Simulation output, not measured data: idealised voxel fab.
The process module that follows is named voxel self aligned contacts.
Cross-section cut: width 210 nm, square cells of 5 nm.
Cross-section format: a grid of square cells, given as bands from top to bottom; each band is one or more rows of cells. Each band's line starts with the height of the band's top and of its bottom, in nm. Then come its materials from left to right, each with its width in nm. One material with "everywhere" fills the band from edge to edge. "empty" is empty space. Basically, 0 is our baseline, since under it the wafer straight out of the box is all one material. The bottom band has no lower end and keeps on going down, so it looks like "0 -> down". Width "30..40": first value at the band's top row of cells, second value at its bottom row, equal change from row to row. The cross-section has no changed cell in any step marked "all unchanged". Heads up: "Enclosed void entries" only lists the empty pockets with no open path to the top that are 8 cells or more, and it writes them as width x height at distance, distance from the left edge, in nm. On a step's line, text after the settings is the simulator commenting on that step. The optional step-line setting "overlay nm" applies to steps with a mask and quantifies how far to the right of its planned location the mask lay, a negative value indicating leftward placement.
-- Set out below are the planned steps of the process
1) RECEIVE: material Si
2) CONFORMAL_DEP: material SiO2, thk nm 5
3) DIRECTIONAL_DEP: material polySi, thk nm 20
4) DIRECTIONAL_DEP: material SiN, thk nm 25
5) PATTERN: tone cover, mask id GATE, material resist, width nm 25, pitch nm 65, thk nm 20, overlay nm -15
6) DIRECTIONAL_ETCH: etch materials SiN, depth nm 25
7) DIRECTIONAL_ETCH: etch materials polySi, depth nm 20
8) STRIP: etch materials resist
9) CONFORMAL_DEP: material SiN, thk nm 10
10) DIRECTIONAL_ETCH: etch materials SiN, depth nm 10
11) FILL_DEP: material SiO2, thk nm 15
12) CMP: height nm 60
13) PATTERN: tone open, mask id CONTACT, material resist, width nm 50, thk nm 20, overlay nm 0
14) DIRECTIONAL_ETCH: etch materials SiO2, depth nm 60
15) STRIP: etch materials resist
16) CONFORMAL_DEP: material TiN, thk nm 5
17) FILL_DEP: material W, thk nm 10
18) CMP: height nm 60
19) CONFORMAL_DEP: material SiCN, thk nm 5
For this document, wafers share an identical start and vary in the step 5 overlay nm; the plan quotes the first wafer's value.
-- Received condition of the first of several wafers, sectioned: post-step 1
	0 -> down = Si everywhere
	Enclosed void entries: none
-- Below: a row per wafer. Contents at end of module: for every material, cells gained since receipt (+) or lost since receipt (-); then closed voids
overlay nm -15; +42 SiCN; +122 SiN; +282 SiO2; +32 TiN; +28 W; +40 polySi; Enclosed void entries: none
overlay nm -10; +42 SiCN; +122 SiN; +282 SiO2; +32 TiN; +28 W; +40 polySi; Enclosed void entries: none
overlay nm -5; +42 SiCN; +122 SiN; +282 SiO2; +32 TiN; +28 W; +40 polySi; Enclosed void entries: none
overlay nm 0; +42 SiCN; +122 SiN; +282 SiO2; +32 TiN; +28 W; +40 polySi; Enclosed void entries: none
overlay nm 5; +42 SiCN; +122 SiN; +282 SiO2; +32 TiN; +28 W; +40 polySi; Enclosed void entries: none
overlay nm 10; +42 SiCN; +122 SiN; +282 SiO2; +32 TiN; +28 W; +40 polySi; Enclosed void entries: none
overlay nm 15; +42 SiCN; +122 SiN; +282 SiO2; +32 TiN; +28 W; +40 polySi; Enclosed void entries: none
